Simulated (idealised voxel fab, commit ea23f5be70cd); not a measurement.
Name of the process module below: voxel self aligned vias
For reference, the cross-section in this document is cut, with width 140 nm and square cells of 5 nm.
Format of a cross-section: grid, square cells. Given as bands. Order: top down. Band: one or more rows of cells.
Band: top and bottom heights (nm) first, top before bottom; then materials from left to right, widths in nm. "edge to edge" marks a sole material filling the band edge to edge. "blank" denotes empty space.
All heights in this document are referenced to 0, defined as the level beneath which the wafer, as received, consists entirely of one material. The lowest band is not bounded below; it extends indefinitely downward and is written in the form "0 down".
Note: "30..40" means the width goes from the first number (top row of the band) to the second number (bottom row) in equal steps per row of cells.
A step reported as "nothing altered" is a step in which no cell of the cross-section changed.
Entry "Sealed internal voids" = empty spaces >= 8 cells with no open way to the top; each as width x height at distance, distance from left edge, all nm.
What comes after the settings on a step's line is commentary from the simulator itself on that step.
The setting "overlay nm" may be written on the line of a step. When the step uses a mask, the value reports how far to the right of the planned place the mask lay, and a negative value reports that it lay to the left.

### So here's the lineup of process steps we planned
| 1 | RECEIVE | material Si |
| 2 | CONFORMAL_DEP | material SiO2 | thk nm 15 |
| 3 | CONFORMAL_DEP | material SiCN | thk nm 5 |
| 4 | DIRECTIONAL_DEP | material SiO2 | thk nm 30 |
| 5 | DIRECTIONAL_DEP | material aC | thk nm 10 |
| 6 | PATTERN | tone open | mask id LINES | material resist | width nm 25 | pitch nm 60 | thk nm 30 | overlay nm 0 |
| 7 | DIRECTIONAL_ETCH | etch materials aC | depth nm 10 |
| 8 | STRIP | etch materials resist |
| 9 | DIRECTIONAL_ETCH | etch materials SiO2 | depth nm 30 |
| 10 | STRIP | etch materials aC |
| 11 | CONFORMAL_DEP | material TiN | thk nm 5 |
| 12 | FILL_DEP | material W | thk nm 10 |
| 13 | CMP | height nm 50 |
| 14 | SELECTIVE_ETCH | etch materials W Ru TiN | depth nm 5 |
| 15 | FILL_DEP | material SiN | thk nm 10 |
| 16 | CMP | height nm 50 |
| 17 | DIRECTIONAL_DEP | material SiO2 | thk nm 20 |
| 18 | DIRECTIONAL_DEP | material aC | thk nm 15 |
| 19 | PATTERN | tone open | mask id VIAS | material resist | width nm 35 | thk nm 35 | overlay nm 0 |
| 20 | DIRECTIONAL_ETCH | etch materials aC | depth nm 15 |
| 21 | STRIP | etch materials resist |
| 22 | DIRECTIONAL_ETCH | etch materials SiO2 | depth nm 20 |
| 23 | DIRECTIONAL_ETCH | etch materials SiN | depth nm 5 |
| 24 | STRIP | etch materials aC |
| 25 | CONFORMAL_DEP | material TiN | thk nm 5 |
| 26 | FILL_DEP | material Ru | thk nm 10 |
| 27 | CMP | height nm 70 |
| 28 | CONFORMAL_DEP | material SiN | thk nm 5 |

### The first of a set of two wafers, run to plan

### As-received state of the wafer in cross-section, equivalent to post-step 1
	0 down | Si edge to edge
	Sealed internal voids: none

### State of the wafer after step 2, shown in cross-section
	15 to 0 | SiO2 edge to edge
	Lower than 0, everything is as it was.

### State of the wafer after step 3, shown in cross-section
	20 to 15 | SiCN edge to edge
	Lower than 15, everything is as it was.

### State of the wafer after step 4, shown in cross-section
	50 to 20 | SiO2 edge to edge
	Lower than 20, everything is as it was.

### State of the wafer after step 5, shown in cross-section
	60 to 50 | aC edge to edge
	Lower than 50, everything is as it was.

### State of the wafer after step 6, shown in cross-section
	90 to 60 | resist 25 nm, then blank 25 nm, then resist 35 nm, then blank 25 nm, then resist 30 nm
	Lower than 60, everything is as it was.

### State of the wafer after step 7, shown in cross-section
	80 to 60 | resist 25 nm, then blank 25 nm, then resist 35 nm, then blank 25 nm, then resist 30 nm
	60 to 50 | aC 25 nm, then blank 25 nm, then aC 35 nm, then blank 25 nm, then aC 30 nm
	Lower than 50, everything is as it was.

### State of the wafer after step 8, shown in cross-section
	60 to 50 | aC 25 nm, then blank 25 nm, then aC 35 nm, then blank 25 nm, then aC 30 nm
	Lower than 50, everything is as it was.

### State of the wafer after step 9, shown in cross-section
	60 to 50 | aC 25 nm, then blank 25 nm, then aC 35 nm, then blank 25 nm, then aC 30 nm
	50 to 20 | SiO2 25 nm, then blank 25 nm, then SiO2 35 nm, then blank 25 nm, then SiO2 30 nm
	Lower than 20, everything is as it was.

### State of the wafer after step 10, shown in cross-section
	50 to 20 | SiO2 25 nm, then blank 25 nm, then SiO2 35 nm, then blank 25 nm, then SiO2 30 nm
	Lower than 20, everything is as it was.

### State of the wafer after step 11, shown in cross-section
	55 to 50 | TiN 30 nm, then blank 15 nm, then TiN 45 nm, then blank 15 nm, then TiN 35 nm
	50 to 25 | SiO2 25 nm, then TiN 5 nm, then blank 15 nm, then TiN 5 nm, then SiO2 35 nm, then TiN 5 nm, then blank 15 nm, then TiN 5 nm, then SiO2 30 nm
	25 to 20 | SiO2 25 nm, then TiN 25 nm, then SiO2 35 nm, then TiN 25 nm, then SiO2 30 nm
	Lower than 20, everything is as it was.

### State of the wafer after step 12, shown in cross-section
	65 to 55 | W edge to edge
	55 to 50 | TiN 30 nm, then W 15 nm, then TiN 45 nm, then W 15 nm, then TiN 35 nm
	50 to 25 | SiO2 25 nm, then TiN 5 nm, then W 15 nm, then TiN 5 nm, then SiO2 35 nm, then TiN 5 nm, then W 15 nm, then TiN 5 nm, then SiO2 30 nm
	Lower than 25, everything is as it was.

### State of the wafer after step 13, shown in cross-section
	50 to 25 | SiO2 25 nm, then TiN 5 nm, then W 15 nm, then TiN 5 nm, then SiO2 35 nm, then TiN 5 nm, then W 15 nm, then TiN 5 nm, then SiO2 30 nm
	Lower than 25, everything is as it was.

### State of the wafer after step 14, shown in cross-section
	50 to 45 | SiO2 25 nm, then blank 25 nm, then SiO2 35 nm, then blank 25 nm, then SiO2 30 nm
	Lower than 45, everything is as it was.

### State of the wafer after step 15, shown in cross-section
	60 to 50 | SiN edge to edge
	50 to 45 | SiO2 25 nm, then SiN 25 nm, then SiO2 35 nm, then SiN 25 nm, then SiO2 30 nm
	Lower than 45, everything is as it was.

### State of the wafer after step 16, shown in cross-section
	50 to 45 | SiO2 25 nm, then SiN 25 nm, then SiO2 35 nm, then SiN 25 nm, then SiO2 30 nm
	Lower than 45, everything is as it was.

### State of the wafer after step 17, shown in cross-section
	70 to 50 | SiO2 edge to edge
	Lower than 50, everything is as it was.

### State of the wafer after step 18, shown in cross-section
	85 to 70 | aC edge to edge
	Lower than 70, everything is as it was.

### State of the wafer after step 19, shown in cross-section
	120 to 85 | resist 20 nm, then blank 35 nm, then resist 85 nm
	Lower than 85, everything is as it was.

### State of the wafer after step 20, shown in cross-section
	105 to 85 | resist 20 nm, then blank 35 nm, then resist 85 nm
	85 to 70 | aC 20 nm, then blank 35 nm, then aC 85 nm
	Lower than 70, everything is as it was.

### State of the wafer after step 21, shown in cross-section
	85 to 70 | aC 20 nm, then blank 35 nm, then aC 85 nm
	Lower than 70, everything is as it was.

### State of the wafer after step 22, shown in cross-section
	85 to 70 | aC 20 nm, then blank 35 nm, then aC 85 nm
	70 to 50 | SiO2 20 nm, then blank 35 nm, then SiO2 85 nm
	Lower than 50, everything is as it was.

### State of the wafer after step 23, shown in cross-section
	85 to 70 | aC 20 nm, then blank 35 nm, then aC 85 nm
	70 to 50 | SiO2 20 nm, then blank 35 nm, then SiO2 85 nm
	50 to 45 | SiO2 25 nm, then blank 25 nm, then SiO2 35 nm, then SiN 25 nm, then SiO2 30 nm
	Lower than 45, everything is as it was.

### State of the wafer after step 24, shown in cross-section
	70 to 50 | SiO2 20 nm, then blank 35 nm, then SiO2 85 nm
	Lower than 50, everything is as it was.

### State of the wafer after step 25, shown in cross-section
	75 to 70 | TiN 25 nm, then blank 25 nm, then TiN 90 nm
	70 to 55 | SiO2 20 nm, then TiN 5 nm, then blank 25 nm, then TiN 5 nm, then SiO2 85 nm
	55 to 50 | SiO2 20 nm, then TiN 10 nm, then blank 15 nm, then TiN 10 nm, then SiO2 85 nm
	50 to 45 | SiO2 25 nm, then TiN 25 nm, then SiO2 35 nm, then SiN 25 nm, then SiO2 30 nm
	Lower than 45, everything is as it was.

### State of the wafer after step 26, shown in cross-section
	85 to 75 | Ru edge to edge
	75 to 70 | TiN 25 nm, then Ru 25 nm, then TiN 90 nm
	70 to 55 | SiO2 20 nm, then TiN 5 nm, then Ru 25 nm, then TiN 5 nm, then SiO2 85 nm
	55 to 50 | SiO2 20 nm, then TiN 10 nm, then Ru 15 nm, then TiN 10 nm, then SiO2 85 nm
	Lower than 50, everything is as it was.

### State of the wafer after step 27, shown in cross-section
	70 to 55 | SiO2 20 nm, then TiN 5 nm, then Ru 25 nm, then TiN 5 nm, then SiO2 85 nm
	Lower than 55, everything is as it was.

### State of the wafer after step 28, shown in cross-section
	75 to 70 | SiN edge to edge
	Lower than 70, everything is as it was.

### Regarding the second of the two wafers: it shared the first wafer's starting condition and process plan, yet one error occurred during its execution. Its history coincides with that of the first wafer up to and including step 21

### What the second wafer looks like in cross-section when step 22 should have wrapped up
	85 to 70 | aC 20 nm, then blank 35 nm, then aC 85 nm
	70 to 50 | SiO2 20 nm, then blank 35 nm, then SiO2 85 nm
	50 to 45 | SiO2 20 nm, then blank 5 nm, then SiN 25 nm, then blank 5 nm, then SiO2 30 nm, then SiN 25 nm, then SiO2 30 nm
	45 to 30 | SiO2 20 nm, then blank 5 nm, then TiN 5 nm, then W 15 nm, then TiN 5 nm, then blank 5 nm, then SiO2 30 nm, then TiN 5 nm, then W 15 nm, then TiN 5 nm, then SiO2 30 nm
	Lower than 30, everything is as it was.

### What the second wafer looks like in cross-section when step 23 should have wrapped up
	85 to 70 | aC 20 nm, then blank 35 nm, then aC 85 nm
	70 to 50 | SiO2 20 nm, then blank 35 nm, then SiO2 85 nm
	50 to 45 | SiO2 20 nm, then blank 35 nm, then SiO2 30 nm, then SiN 25 nm, then SiO2 30 nm
	Lower than 45, everything is as it was.

### What the second wafer looks like in cross-section when step 24 should have wrapped up
	70 to 50 | SiO2 20 nm, then blank 35 nm, then SiO2 85 nm
	Lower than 50, everything is as it was.

### What the second wafer looks like in cross-section when step 25 should have wrapped up
	75 to 70 | TiN 25 nm, then blank 25 nm, then TiN 90 nm
	70 to 50 | SiO2 20 nm, then TiN 5 nm, then blank 25 nm, then TiN 5 nm, then SiO2 85 nm
	50 to 45 | SiO2 20 nm, then TiN 35 nm, then SiO2 30 nm, then SiN 25 nm, then SiO2 30 nm
	45 to 30 | SiO2 20 nm, then TiN 10 nm, then W 15 nm, then TiN 10 nm, then SiO2 30 nm, then TiN 5 nm, then W 15 nm, then TiN 5 nm, then SiO2 30 nm
	Lower than 30, everything is as it was.

### What the second wafer looks like in cross-section when step 26 should have wrapped up
	85 to 75 | Ru edge to edge
	75 to 70 | TiN 25 nm, then Ru 25 nm, then TiN 90 nm
	70 to 50 | SiO2 20 nm, then TiN 5 nm, then Ru 25 nm, then TiN 5 nm, then SiO2 85 nm
	Lower than 50, everything is as it was.

### What the second wafer looks like in cross-section when step 27 should have wrapped up
	70 to 50 | SiO2 20 nm, then TiN 5 nm, then Ru 25 nm, then TiN 5 nm, then SiO2 85 nm
	Lower than 50, everything is as it was.

### What the second wafer looks like in cross-section when step 28 should have wrapped up
	75 to 70 | SiN edge to edge
	Lower than 70, everything is as it was.
Run error: it should be noted that step 22 of the plan was executed twice
Final cells, second wafer relative to first, materials higher or lower: Ru +2, SiO2 -8, TiN +6
